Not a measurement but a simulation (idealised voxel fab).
The following is a process module called voxel transistor to metal.
The width of the displayed cross-section, cut, is 210 nm; its cells are square, with a size of 5 nm.
Think of the cross-section as a grid of square cells. We describe it in bands, top to bottom, and each band covers one or more rows of those cells. Top height, bottom height, nm. Materials left to right, width each, nm. Single material + "full width" = fills band edge to edge. "blank" = empty. Heights are measured from 0, the level below which the as-received wafer is all one material; the lowest band has no bottom and continues downward, written as in "0 down". The notation "30->40" denotes a width that varies across the rows of cells in the band, beginning at the first number in the top row, finishing at the second number in the bottom row, and changing by an identical amount from each row to the next. Where the words "left unchanged" appear for a step, the cross-section shows no cell changed by that step; every cell remained as before. "Sealed void listing": empty spaces of 8 cells or more with no open way to the top, each given as width x height at distance, distance from the left edge, all in nm. If you see something after the settings on a step's line, that's the simulator's own remark about that step. The setting "overlay nm" may be written on the line of a step. When the step uses a mask, the value reports how far to the right of the planned place the mask lay, and a negative value reports that it lay to the left.
# Intended process steps
- 1: RECEIVE, material Si
- 2: OXIDIZE, depth nm 5
- 3: CONFORMAL_DEP, material SiN, thk nm 15
- 4: DIRECTIONAL_DEP, material aC, thk nm 15
- 5: PATTERN, tone cover, mask id ACTIVE, material resist, width nm 125, thk nm 30, overlay nm 0
- 6: DIRECTIONAL_ETCH, etch materials aC, depth nm 15
- 7: STRIP, etch materials resist
- 8: DIRECTIONAL_ETCH, etch materials SiN, depth nm 15
- 9: DIRECTIONAL_ETCH, etch materials SiO2, depth nm 5
- 10: DIRECTIONAL_ETCH, etch materials Si, depth nm 35
- 11: STRIP, etch materials aC
- 12: FILL_DEP, material SiO2, thk nm 15
- 13: CMP, height nm 15
- 14: SELECTIVE_ETCH, etch materials SiO2, depth nm 5
- 15: STRIP, etch materials SiN
- 16: SELECTIVE_ETCH, etch materials SiO2, depth nm 5
- 17: OXIDIZE, depth nm 5
- 18: DIRECTIONAL_DEP, material polySi, thk nm 20
- 19: DIRECTIONAL_DEP, material SiCN, thk nm 15
- 20: PATTERN, tone cover, mask id GATE, material resist, width nm 35, thk nm 15, overlay nm 0
- 21: DIRECTIONAL_ETCH, etch materials SiCN, depth nm 25
- 22: DIRECTIONAL_ETCH, etch materials polySi, depth nm 30
- 23: STRIP, etch materials resist
- 24: CONFORMAL_DEP, material SiN, thk nm 5
- 25: DIRECTIONAL_ETCH, etch materials SiN, depth nm 10
- 26: DIRECTIONAL_ETCH, etch materials SiO2, depth nm 5
- 27: DIRECTIONAL_ETCH, etch materials Si, depth nm 10
- 28: EPI, material SiGe, thk nm 10
- 29: FILL_DEP, material SiO2, thk nm 10
- 30: CMP, height nm 15
- 31: STRIP, etch materials polySi
- 32: SELECTIVE_ETCH, etch materials SiO2, depth nm 5
- 33: CONFORMAL_DEP, material HfO2, thk nm 5
- 34: CONFORMAL_DEP, material TiN, thk nm 5
- 35: FILL_DEP, material W, thk nm 10
- 36: CMP, height nm 10
- 37: DIRECTIONAL_DEP, material SiO2, thk nm 15
- 38: PATTERN, tone open, mask id CONTACT, material resist, width nm 15, pitch nm 90, thk nm 20, overlay nm 0
- 39: DIRECTIONAL_ETCH, etch materials SiO2, depth nm 35
- 40: STRIP, etch materials resist
- 41: CONFORMAL_DEP, material TiN, thk nm 5
- 42: FILL_DEP, material Ru, thk nm 10
- 43: CMP, height nm 25
- 44: DIRECTIONAL_DEP, material TiN, thk nm 5
- 45: DIRECTIONAL_DEP, material W, thk nm 15
- 46: PATTERN, tone cover, mask id METAL_1, material resist, width nm 15, pitch nm 90, thk nm 15, overlay nm 0
- 47: DIRECTIONAL_ETCH, etch materials W, depth nm 15
- 48: DIRECTIONAL_ETCH, etch materials TiN, depth nm 5
- 49: STRIP, etch materials resist
- 50: FILL_DEP, material lowk, thk nm 5
- 51: CMP, height nm 45
- 52: CONFORMAL_DEP, material SiCN, thk nm 5
- 53: DIRECTIONAL_DEP, material SiO2, thk nm 30
- 54: DIRECTIONAL_DEP, material aC, thk nm 15
- 55: PATTERN, tone open, mask id METAL_2, material resist, width nm 15, pitch nm 90, thk nm 30, overlay nm 0
- 56: DIRECTIONAL_ETCH, etch materials aC, depth nm 15
- 57: STRIP, etch materials resist
- 58: DIRECTIONAL_ETCH, etch materials SiO2, depth nm 15
- 59: STRIP, etch materials aC
- 60: PATTERN, tone open, mask id METAL_2_HOLES, material resist, width nm 15, pitch nm 90, thk nm 20, overlay nm 0
- 61: DIRECTIONAL_ETCH, etch materials SiO2, depth nm 15
- 62: DIRECTIONAL_ETCH, etch materials SiCN, depth nm 5
- 63: STRIP, etch materials resist
- 64: CONFORMAL_DEP, material TiN, thk nm 5
- 65: FILL_DEP, material Ru, thk nm 10
- 66: CMP, height nm 80
- 67: CONFORMAL_DEP, material SiN, thk nm 5
What sets these wafers apart? The thk nm at step 24. They all start alike, and the plan carries the first wafer's value.
# First of several wafers (as received, post step 1), cross-sectional view
  0 down: Si full width
  Sealed void listing: none
# Depicted here is the first of several wafers in cross-section, at module completion following the last step, step 67
  85 to 80: SiN full width
  80 to 50: 50 SiO2 / 5 TiN / 5 Ru / 5 TiN / 75 SiO2 / 5 TiN / 5 Ru / 5 TiN / 55 SiO2
  50 to 45: 50 SiCN / 15 TiN / 75 SiCN / 15 TiN / 55 SiCN
  45 to 30: 50 lowk / 15 W / 75 lowk / 15 W / 55 lowk
  30 to 25: 50 lowk / 15 TiN / 75 lowk / 15 TiN / 55 lowk
  25 to 10: 50 SiO2 / 5 TiN / 5 Ru / 5 TiN / 75 SiO2 / 5 TiN / 5 Ru / 5 TiN / 55 SiO2
  10 to 0: 50 SiO2 / 5 TiN / 5 Ru / 5 TiN / 15 SiO2 / 5 SiN / 5 HfO2 / 5 TiN / 15 W / 5 TiN / 5 HfO2 / 5 SiN / 15 SiO2 / 5 TiN / 5 Ru / 5 TiN / 55 SiO2
  0 to -5: 35 SiO2 / 5 SiN / 10 SiO2 / 5 TiN / 5 Ru / 5 TiN / 5 SiO2 / 10 SiGe / 5 SiN / 5 HfO2 / 25 TiN / 5 HfO2 / 5 SiN / 10 SiGe / 5 SiO2 / 5 TiN / 5 Ru / 5 TiN / 10 SiO2 / 5 SiN / 40 SiO2
  -5 to -10: 50 SiO2 / 15 TiN / 5 SiO2 / 10 SiGe / 45 HfO2 / 10 SiGe / 5 SiO2 / 15 TiN / 55 SiO2
  -10 to -20: 40 SiO2 / 40 SiGe / 45 Si / 40 SiGe / 45 SiO2
  -20 to -40: 40 SiO2 / 125 Si / 45 SiO2
  -40 down: Si full width
  Sealed void listing: none
# Last wafer of the set, cross-sectioned at end of module
  85 to 80: SiN full width
  80 to 50: 50 SiO2 / 5 TiN / 5 Ru / 5 TiN / 75 SiO2 / 5 TiN / 5 Ru / 5 TiN / 55 SiO2
  50 to 45: 50 SiCN / 15 TiN / 75 SiCN / 15 TiN / 55 SiCN
  45 to 30: 50 lowk / 15 W / 75 lowk / 15 W / 55 lowk
  30 to 25: 50 lowk / 15 TiN / 75 lowk / 15 TiN / 55 lowk
  25 to 15: 50 SiO2 / 5 TiN / 5 Ru / 5 TiN / 75 SiO2 / 5 TiN / 5 Ru / 5 TiN / 55 SiO2
  15 to 10: 50 SiO2 / 15 TiN / 75 SiO2 / 15 TiN / 55 SiO2
  10 to 5: 85 SiN / 5 HfO2 / 5 TiN / 15 W / 5 TiN / 5 HfO2 / 90 SiN
  5 to 0: 35 SiO2 / 50 SiN / 5 HfO2 / 5 TiN / 15 W / 5 TiN / 5 HfO2 / 50 SiN / 40 SiO2
  0 to -5: 35 SiO2 / 50 SiN / 5 HfO2 / 25 TiN / 5 HfO2 / 50 SiN / 40 SiO2
  -5 to -10: 80 SiO2 / 45 HfO2 / 85 SiO2
  -10 to -40: 40 SiO2 / 125 Si / 45 SiO2
  -40 down: Si full width
  Sealed void listing: none
# Here is how to read the rows: every wafer has a row, and it shows the wafer at the end of the module, giving for each material how many cells were gained (+) or lost (-) since the wafer was received, then listing its closed voids
thk nm 5; +15 HfO2; +24 Ru; -218 Si; +36 SiCN; +40 SiGe; +50 SiN; +524 SiO2; +75 TiN; +24 W; +144 lowk; Sealed void listing: none
thk nm 10; +15 HfO2; +20 Ru; -210 Si; +36 SiCN; +40 SiGe; +62 SiN; +508 SiO2; +75 TiN; +24 W; +144 lowk; Sealed void listing: none
thk nm 15; +15 HfO2; +20 Ru; -186 Si; +36 SiCN; +101 SiN; +493 SiO2; +67 TiN; +24 W; +144 lowk; Sealed void listing: none
thk nm 20; +15 HfO2; +16 Ru; -186 Si; +36 SiCN; +113 SiN; +489 SiO2; +63 TiN; +24 W; +144 lowk; Sealed void listing: none
thk nm 25; +15 HfO2; +16 Ru; -186 Si; +36 SiCN; +117 SiN; +489 SiO2; +59 TiN; +24 W; +144 lowk; Sealed void listing: none
